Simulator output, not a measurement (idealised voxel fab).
process module | voxel capacitor over wiring
Pictured: cross-section cut, 185 nm wide, on a grid of 5 nm square cells.
Heads up, the way a cross-section reads in here is a grid of square cells, handed over as bands from the top down, with every band being one or more rows of cells. Each band's line starts with the height of the band's top and of its bottom, in nm. Then come its materials from left to right, each with its width in nm. One material with "throughout" fills the band from edge to edge. "empty" is empty space. All heights in this document are referenced to 0, defined as the level beneath which the wafer, as received, consists entirely of one material. The lowest band is not bounded below; it extends indefinitely downward and is written in the form "0 nm and below". So if you see something like "30->40" for the width, read it as the top row of the band sitting at the first number and the bottom row at the second, with every row in between moving by the same amount as the last. When a step is marked "everything unchanged", none of the cells in the cross-section changed during that step. Enclosed voids (no open way to top), threshold 8 cells or more, entry "Enclosed void entries", notation width x height at distance, distance from left edge, nm. Note: text after step settings on the step line = simulator remark on that step. A step line may carry the setting "overlay nm", which, for steps involving a mask, states the distance by which the mask lay to the right of its intended position; negative values denote displacement to the left.
SO HERE'S THE LINEUP OF PROCESS STEPS WE PLANNED
1: RECEIVE: material Si
2: CONFORMAL_DEP: material SiO2, thk nm 15
3: CONFORMAL_DEP: material SiCN, thk nm 5
4: DIRECTIONAL_DEP: material lowk, thk nm 20
5: DIRECTIONAL_DEP: material aC, thk nm 15
6: PATTERN: tone open, mask id METAL_1, material resist, width nm 20, pitch nm 75, thk nm 35, overlay nm 0
7: DIRECTIONAL_ETCH: etch materials aC, depth nm 15
8: STRIP: etch materials resist
9: DIRECTIONAL_ETCH: etch materials lowk, depth nm 20
10: DIRECTIONAL_ETCH: etch materials SiCN, depth nm 5
11: STRIP: etch materials aC
12: CONFORMAL_DEP: material TiN, thk nm 5
13: FILL_DEP: material W, thk nm 5
14: CMP: height nm 40
15: CONFORMAL_DEP: material SiCN, thk nm 5
16: DIRECTIONAL_DEP: material SiO2, thk nm 15
17: PATTERN: tone open, mask id PLUG_1, material resist, width nm 15, thk nm 20, overlay nm 0
18: DIRECTIONAL_ETCH: etch materials SiO2, depth nm 15
19: DIRECTIONAL_ETCH: etch materials SiCN, depth nm 5
20: STRIP: etch materials resist
21: EPI: material Ru, thk nm 10
22: EPI: material Ru, thk nm 10
23: DIRECTIONAL_DEP: material TiN, thk nm 5
24: DIRECTIONAL_DEP: material Al2O3, thk nm 5
25: DIRECTIONAL_DEP: material TiN, thk nm 5
26: DIRECTIONAL_DEP: material aC, thk nm 15
27: PATTERN: tone cover, mask id UPPER_PLATE, material resist, width nm 60, thk nm 30, overlay nm 0
28: DIRECTIONAL_ETCH: etch materials aC, depth nm 15
29: STRIP: etch materials resist
30: DIRECTIONAL_ETCH: etch materials TiN, depth nm 5
31: DIRECTIONAL_ETCH: etch materials Al2O3, depth nm 5
32: STRIP: etch materials aC
33: PATTERN: tone cover, mask id LOWER_PLATE, material resist, width nm 70, thk nm 20, overlay nm 0
34: DIRECTIONAL_ETCH: etch materials TiN, depth nm 5
35: STRIP: etch materials resist
36: FILL_DEP: material SiO2, thk nm 15
37: CMP: height nm 85
38: MASKED_ETCH: tone open, mask id PLUG_2, width nm 15, etch materials SiO2, depth nm 10, overlay nm 0
39: CONFORMAL_DEP: material TiN, thk nm 5
40: FILL_DEP: material Ru, thk nm 5
41: CMP: height nm 85
42: CONFORMAL_DEP: material SiN, thk nm 5
AS RECEIVED, AFTER STEP 1
- 0 nm and below  Si throughout
- Enclosed void entries: none
LOOK AT THE CROSS-SECTION AFTER THE MODULE: THE WAFER STARTED OUT THE WAY SHOWN ABOVE AND THE PLAN WAS THE ONE SHOWN ABOVE, YET ONE MISTAKE WAS MADE ALONG THE WAY
- 90 nm to 85 nm  SiN throughout
- 85 nm to 80 nm  SiO2 60 nm; TiN 5 nm; Ru 5 nm; TiN 5 nm; SiO2 110 nm
- 80 nm to 70 nm  SiO2 60->65 nm; TiN 15->45 nm; SiO2 110->75 nm
- 70 nm to 65 nm  SiO2 65 nm; Al2O3 45 nm; SiO2 75 nm
- 65 nm to 60 nm  SiO2 45 nm; TiN 5 nm; SiO2 15 nm; TiN 50 nm; SiO2 70 nm
- 60 nm to 55 nm  SiO2 50 nm; TiN 15 nm; SiO2 120 nm
- 55 nm to 50 nm  SiO2 50 nm; Al2O3 15 nm; SiO2 120 nm
- 50 nm to 45 nm  SiO2 50 nm; TiN 15 nm; SiO2 120 nm
- 45 nm to 40 nm  SiN throughout
- 40 nm to 20 nm  lowk 45 nm; TiN 5 nm; W 10 nm; TiN 5 nm; lowk 55 nm; TiN 5 nm; W 10 nm; TiN 5 nm; lowk 45 nm
- 20 nm to 15 nm  SiCN 45 nm; TiN 20 nm; SiCN 55 nm; TiN 20 nm; SiCN 45 nm
- 15 nm to 0 nm  SiO2 throughout
- 0 nm and below  Si throughout
- Enclosed void entries: none
Nonconformance to the process plan: step 15 ran differently from the plan; actual operation with settings: CONFORMAL_DEP: material SiN, thk nm 5
